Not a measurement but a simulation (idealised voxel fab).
process module | voxel wiring stack
cross-section cut | 275 nm wide | cells 5 nm
A cross-section is a grid of square cells, given in bands from the top down. A band is one or more rows of cells.
Each band's line starts with the height of the band's top and of its bottom, in nm. Then come its materials from left to right, each with its width in nm. One material with "throughout" fills the band from edge to edge. "air" is empty space.
Height 0 is the level under which the wafer as received is all one material. The lowest band goes on downwards, as in "0 down".
A width such as "30 to 40" changes by the same amount from each row of cells to the next, from the band's top row to its bottom row.
"no change" after a step means that no cell of the cross-section changed.
closed voids: empty space of 8 cells or more with no open way to the top, each as width x height at its distance from the left edge, in nm
after a step's settings: what the simulator itself notes on the step
overlay nm, on a step with a mask: how far to the right of its planned place the mask lay; to the left if negative
plan
1 op RECEIVE | material Si
2 op CONFORMAL_DEP | material SiO2 | thk nm 15
3 op CONFORMAL_DEP | material SiCN | thk nm 5
4 op DIRECTIONAL_DEP | material lowk | thk nm 20
5 op MASKED_ETCH | tone open | mask id METAL_1 | width nm 30 | pitch nm 55 | etch materials lowk | depth nm 20 | overlay nm 0
6 op MASKED_ETCH | tone open | mask id METAL_1 | width nm 30 | pitch nm 55 | etch materials SiCN | depth nm 5 | overlay nm 0
7 op CONFORMAL_DEP | material TiN | thk nm 5
8 op FILL_DEP | material Ru | thk nm 5
9 op CMP | height nm 40
10 op CONFORMAL_DEP | material SiCN | thk nm 5
11 op DIRECTIONAL_DEP | material lowk | thk nm 25
12 op DIRECTIONAL_DEP | material aC | thk nm 10
13 op PATTERN | tone open | mask id METAL_2 | material resist | width nm 30 | pitch nm 55 | thk nm 25 | overlay nm 0
14 op DIRECTIONAL_ETCH | etch materials aC | depth nm 10
15 op STRIP | etch materials resist
16 op DIRECTIONAL_ETCH | etch materials lowk | depth nm 15
17 op STRIP | etch materials aC
18 op DIRECTIONAL_DEP | material aC | thk nm 15
19 op PATTERN | tone open | mask id METAL_2_HOLES | material resist | width nm 15 | pitch nm 55 | thk nm 30 | overlay nm 0
20 op DIRECTIONAL_ETCH | etch materials aC | depth nm 15
21 op STRIP | etch materials resist
22 op DIRECTIONAL_ETCH | etch materials lowk | depth nm 10
23 op DIRECTIONAL_ETCH | etch materials SiCN | depth nm 5
24 op STRIP | etch materials aC
25 op CONFORMAL_DEP | material TiN | thk nm 5
26 op FILL_DEP | material Cu | thk nm 10
27 op CMP | height nm 70
28 op CONFORMAL_DEP | material SiCN | thk nm 5
as received, after step 1
  0 down: Si throughout
  closed voids: none
a wafer at the end: this start, this plan, one mistake
  75 to 70: SiCN throughout
  70 to 65: lowk 40 | TiN 5 | Cu 5 | TiN 20 | lowk 25 | TiN 5 | Cu 5 | TiN 20 | lowk 25 | TiN 5 | Cu 5 | TiN 20 | lowk 25 | TiN 5 | Cu 5 | TiN 20 | lowk 40
  65 to 55: lowk 40 | TiN 5 | Cu 5 | TiN 5 | lowk 40 | TiN 5 | Cu 5 | TiN 5 | lowk 40 | TiN 5 | Cu 5 | TiN 5 | lowk 40 | TiN 5 | Cu 5 | TiN 5 | lowk 55
  55 to 50: SiCN 40 | TiN 15 | SiCN 40 | TiN 15 | SiCN 40 | TiN 15 | SiCN 40 | TiN 15 | SiCN 55
  50 to 40: SiCN throughout
  40 to 20: lowk 40 | TiN 5 | Ru 20 | TiN 5 | lowk 25 | TiN 5 | Ru 20 | TiN 5 | lowk 25 | TiN 5 | Ru 20 | TiN 5 | lowk 25 | TiN 5 | Ru 20 | TiN 5 | lowk 40
  20 to 15: SiCN 40 | TiN 30 | SiCN 25 | TiN 30 | SiCN 25 | TiN 30 | SiCN 25 | TiN 30 | SiCN 40
  15 to 0: SiO2 throughout
  0 down: Si throughout
  closed voids: none
what went wrong: step 10 ran as: op CONFORMAL_DEP | material SiCN | thk nm 15
